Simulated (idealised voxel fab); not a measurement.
process module | voxel self aligned contacts
Square cell edge 5 nm, section width 280 nm, ID cut.
Just so we're on the same page, the cross-sections are grids of square cells, and they're listed out in bands top to bottom, each band one or more rows deep.
The band entry comprises the height of the band's top followed by the height of its bottom, expressed in nm, and subsequently the band's materials from left to right, each stated together with its width in nm. Where a single material is marked with the word "all across", that material fills the band from edge to edge. The word "air" represents empty space.
Beneath 0, the wafer as received is one material, and that level is where height counting begins. The lowest band goes on downward without a bottom; it is written like "top 0, no bottom".
A width given as "30 to 40" starts at the first number in the band's top row and ends at the second number in its bottom row, shifting by an equal amount at every step from row to row.
Basically "no change" means that step didn't change any cell in the cross-section.
The entry titled "Sealed internal voids" provides the empty spaces that have no open way to the top, restricted to those of 8 cells or more. Each is presented as width x height at distance, the distance being measured from the left edge, with all three in nm.
On each step's line, the part that comes after the settings is the simulator's own comment on the step.
The "overlay nm" setting may appear on a step's line; for a step that uses a mask, it gives how far to the right of its planned position the mask lay, and a negative value indicates the left.

Process steps (planned)
1. op RECEIVE | material Si
2. op OXIDIZE | depth nm 5
3. op DIRECTIONAL_DEP | material polySi | thk nm 20
4. op DIRECTIONAL_DEP | material SiN | thk nm 25
5. op DIRECTIONAL_DEP | material aC | thk nm 10
6. op PATTERN | tone cover | mask id GATE | material resist | width nm 30 | pitch nm 75 | thk nm 25 | overlay nm 0
7. op DIRECTIONAL_ETCH | etch materials aC | depth nm 10
8. op STRIP | etch materials resist
9. op DIRECTIONAL_ETCH | etch materials SiN | depth nm 25
10. op DIRECTIONAL_ETCH | etch materials polySi | depth nm 20
11. op STRIP | etch materials aC
12. op CONFORMAL_DEP | material SiN | thk nm 10
13. op DIRECTIONAL_ETCH | etch materials SiN | depth nm 10
14. op FILL_DEP | material SiO2 | thk nm 15
15. op CMP | height nm 55
16. op PATTERN | tone open | mask id CONTACT | material resist | width nm 55 | thk nm 15 | overlay nm 0
17. op DIRECTIONAL_ETCH | etch materials SiO2 | depth nm 60
18. op STRIP | etch materials resist
19. op CONFORMAL_DEP | material TiN | thk nm 5
20. op FILL_DEP | material W | thk nm 10
21. op CMP | height nm 45
22. op CONFORMAL_DEP | material SiCN | thk nm 5
Every wafer here starts from the same state; it is the step 21 height nm that distinguishes them, and the value the plan gives belongs to the first wafer.

First wafer of several, as received: cross-section after step 1
    top 0, no bottom = Si all across
    Sealed internal voids: none

After the module's final step, step 22: the first of several wafers in cross-section
    top 50, bottom 45 = SiCN all across
    top 45, bottom 20 = SiO2 75, SiN 50, TiN 5, W 15, TiN 5, SiN 50, SiO2 80
    top 20, bottom 0 = SiO2 75, SiN 10, polySi 30, SiN 10, TiN 5, W 15, TiN 5, SiN 10, polySi 30, SiN 10, SiO2 80
    top 0, bottom -5 = SiO2 125, TiN 25, SiO2 130
    top -5, no bottom = Si all across
    Sealed internal voids: none

The last wafer as seen in cross-section at the end of the module
    top 75, bottom 70 = SiCN all across
    top 70, bottom 60 = W all across
    top 60, bottom 55 = TiN 115, W 45, TiN 120
    top 55, bottom 45 = SiO2 110, TiN 5 to 20, W 45 to 15, TiN 5 to 20, SiO2 115
    top 45, bottom 20 = SiO2 75, SiN 50, TiN 5, W 15, TiN 5, SiN 50, SiO2 80
    top 20, bottom 0 = SiO2 75, SiN 10, polySi 30, SiN 10, TiN 5, W 15, TiN 5, SiN 10, polySi 30, SiN 10, SiO2 80
    top 0, bottom -5 = SiO2 125, TiN 25, SiO2 130
    top -5, no bottom = Si all across
    Sealed internal voids: none

The rows of the table below are wafers. Looking at the end of the module, a row counts, for every material, the cells the wafer has gained, shown as (+), or lost, shown as (-), since it was received; its closed voids come next
height nm 45, -56 Si, +56 SiCN, +132 SiN, +330 SiO2, +23 TiN, +27 W, +48 polySi, Sealed internal voids: none
height nm 50, -56 Si, +56 SiCN, +132 SiN, +375 SiO2, +31 TiN, +30 W, +48 polySi, Sealed internal voids: none
height nm 55, -56 Si, +56 SiCN, +132 SiN, +420 SiO2, +33 TiN, +39 W, +48 polySi, Sealed internal voids: none
height nm 60, -56 Si, +56 SiCN, +132 SiN, +420 SiO2, +80 TiN, +48 W, +48 polySi, Sealed internal voids: none
height nm 65, -56 Si, +56 SiCN, +132 SiN, +420 SiO2, +80 TiN, +104 W, +48 polySi, Sealed internal voids: none
height nm 70, -56 Si, +56 SiCN, +132 SiN, +420 SiO2, +80 TiN, +160 W, +48 polySi, Sealed internal voids: none
